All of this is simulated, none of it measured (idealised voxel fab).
process module | voxel capacitor over wiring
Cross-section cut spans 300 nm and uses square cells 5 nm in size.
Each cross-section below is a grid of square cells, stated as bands in top-down order, with one or more rows of cells making up each band.
Per band: top height and bottom height in nm, followed by the left-to-right materials and their widths in nm; "all across" marks a single material spanning edge to edge, "air" marks empty space.
Below 0: as-received wafer, all one material; heights counted from there. Lowest band: no bottom, goes on down, written "z 0 and below".
A width such as "30->40" changes by the same amount from each row of cells to the next, from the band's top row to its bottom row.
Where the words "remained the same" appear for a step, the cross-section shows no cell changed by that step; every cell remained as before.
Listed in "Closed void register": every empty space of 8 or more cells without an open way to the top. Form: width x height at distance, the distance being from the left edge, all in nm.
It should be noted that, on the line of a given step, the content following the step's settings is a remark produced by the simulator itself with respect to that step.
The optional step-line setting "overlay nm" applies to steps with a mask and quantifies how far to the right of its planned location the mask lay, a negative value indicating leftward placement.

[Process steps foreseen in the plan]
1) RECEIVE, material Si
2) CONFORMAL_DEP, material SiO2, thk nm 15
3) DIRECTIONAL_DEP, material TiN, thk nm 5
4) DIRECTIONAL_DEP, material Ru, thk nm 20
5) PATTERN, tone cover, mask id METAL_1, material resist, width nm 20, pitch nm 75, thk nm 20, overlay nm 0
6) DIRECTIONAL_ETCH, etch materials Ru, depth nm 20
7) DIRECTIONAL_ETCH, etch materials TiN, depth nm 5
8) STRIP, etch materials resist
9) FILL_DEP, material SiO2, thk nm 5
10) CMP, height nm 40
11) CONFORMAL_DEP, material SiCN, thk nm 5
12) DIRECTIONAL_DEP, material lowk, thk nm 20
13) MASKED_ETCH, tone open, mask id PLUG_1, width nm 15, etch materials lowk, depth nm 20, overlay nm 0
14) MASKED_ETCH, tone open, mask id PLUG_1, width nm 15, etch materials SiCN, depth nm 5, overlay nm 0
15) EPI, material Ru, thk nm 10
16) EPI, material Ru, thk nm 10
17) EPI, material Ru, thk nm 5
18) DIRECTIONAL_DEP, material TiN, thk nm 5
19) DIRECTIONAL_DEP, material SiN, thk nm 5
20) DIRECTIONAL_DEP, material TiN, thk nm 10
21) PATTERN, tone cover, mask id UPPER_PLATE, material resist, width nm 60, thk nm 20, overlay nm 0
22) DIRECTIONAL_ETCH, etch materials TiN, depth nm 10
23) DIRECTIONAL_ETCH, etch materials SiN, depth nm 5
24) STRIP, etch materials resist
25) MASKED_ETCH, tone cover, mask id LOWER_PLATE, width nm 70, etch materials TiN, depth nm 5, overlay nm 0
26) FILL_DEP, material SiO2, thk nm 15
27) CMP, height nm 85
28) PATTERN, tone open, mask id PLUG_2, material resist, width nm 15, thk nm 15, overlay nm 0
29) DIRECTIONAL_ETCH, etch materials SiO2, depth nm 10
30) STRIP, etch materials resist
31) CONFORMAL_DEP, material TiN, thk nm 5
32) FILL_DEP, material W, thk nm 10
33) CMP, height nm 95
34) CONFORMAL_DEP, material SiCN, thk nm 5
Among the wafers covered here, the point of difference is the height nm at step 27; their starting state is shared, and the plan presents the value of the first wafer.

[First of several wafers, received after step 1, in cross-section]
- z 0 and below | Si all across
- Closed void register: none

[What follows is a table in which each wafer occupies a row; for the wafer as it stands at the close of the module, the row states, material by material, how many cells have been gained (+) or lost (-) since receipt, and then gives its closed voids]
height nm 85; +47 Ru; +117 SiCN; +12 SiN; +630 SiO2; +106 TiN; +60 W; +228 lowk; Closed void register: none
height nm 90; +47 Ru; +117 SiCN; +12 SiN; +687 SiO2; +108 TiN; +1 W; +228 lowk; Closed void register: none
height nm 95; +47 Ru; +117 SiCN; +12 SiN; +744 SiO2; +51 TiN; +1 W; +228 lowk; Closed void register: none
height nm 100; +47 Ru; +117 SiCN; +12 SiN; +747 SiO2; +49 TiN; +228 lowk; Closed void register: none
